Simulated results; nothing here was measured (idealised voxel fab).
Title: Process Module voxel double patterning
Square cells of 5 nm make up the cross-section cut, whose width is 240 nm.
Each cross-section below is a grid of square cells, stated as bands in top-down order, with one or more rows of cells making up each band. The band entry comprises the height of the band's top followed by the height of its bottom, expressed in nm, and subsequently the band's materials from left to right, each stated together with its width in nm. Where a single material is marked with the word "edge to edge", that material fills the band from edge to edge. The word "blank" represents empty space. Measure heights from 0. That's the level where, below it, the as-received wafer is all one material. The lowest band is bottomless and extends downward; write it as in "0 down". A width such as "30->40" changes by the same amount from each row of cells to the next, from the band's top row to its bottom row. The cross-section has no changed cell in any step marked "nothing altered". "Fully sealed voids" enumerates empty spaces isolated from the top, with no open way to it, that contain at least 8 cells, giving each as width x height at distance from the left edge, all three in nm. after a step's settings: what the simulator itself notes on the step. Among the settings permitted on a step's line is "overlay nm"; applied to a step with a mask, it specifies the extent to which the mask lay to the right of its planned position, whereas a negative figure signifies a position to the left.
Process steps foreseen in the plan:
step 1: RECEIVE with material Si
step 2: CONFORMAL_DEP with material SiO2, thk nm 10
step 3: DIRECTIONAL_DEP with material polySi, thk nm 15
step 4: DIRECTIONAL_DEP with material SiN, thk nm 10
step 5: MASKED_ETCH with tone open, mask id FIRST, width nm 15, pitch nm 50, etch materials SiN, depth nm 10, overlay nm 0
step 6: MASKED_ETCH with tone open, mask id SECOND, width nm 15, pitch nm 50, etch materials SiN, depth nm 10, overlay nm 0
step 7: DIRECTIONAL_ETCH with etch materials polySi, depth nm 15
step 8: STRIP with etch materials SiN
Incoming wafer, cross-sectional view, post step 1:
> 0 down: Si edge to edge
> Fully sealed voids: none
The first of two wafers, cross-sectioned at the end of the module, with the run proceeding as planned:
> 25 to 10: polySi 60 nm | blank 15 nm | polySi 10 nm | blank 15 nm | polySi 10 nm | blank 15 nm | polySi 10 nm | blank 15 nm | polySi 10 nm | blank 15 nm | polySi 65 nm
> 10 to 0: SiO2 edge to edge
> 0 down: Si edge to edge
> Fully sealed voids: none
Second wafer cross-section at end of module - shared start and plan with the first, one mistake in the run:
> 15 to 0: polySi 60 nm | blank 15 nm | polySi 10 nm | blank 15 nm | polySi 10 nm | blank 15 nm | polySi 10 nm | blank 15 nm | polySi 10 nm | blank 15 nm | polySi 65 nm
> 0 down: Si edge to edge
> Fully sealed voids: none
Which mistake was made when the wafer was run? heads up, step 2 of the plan was skipped and never actually ran
Bottom line after processing is that, in cells, the second wafer is up or down on some materials versus the first: -96 SiO2
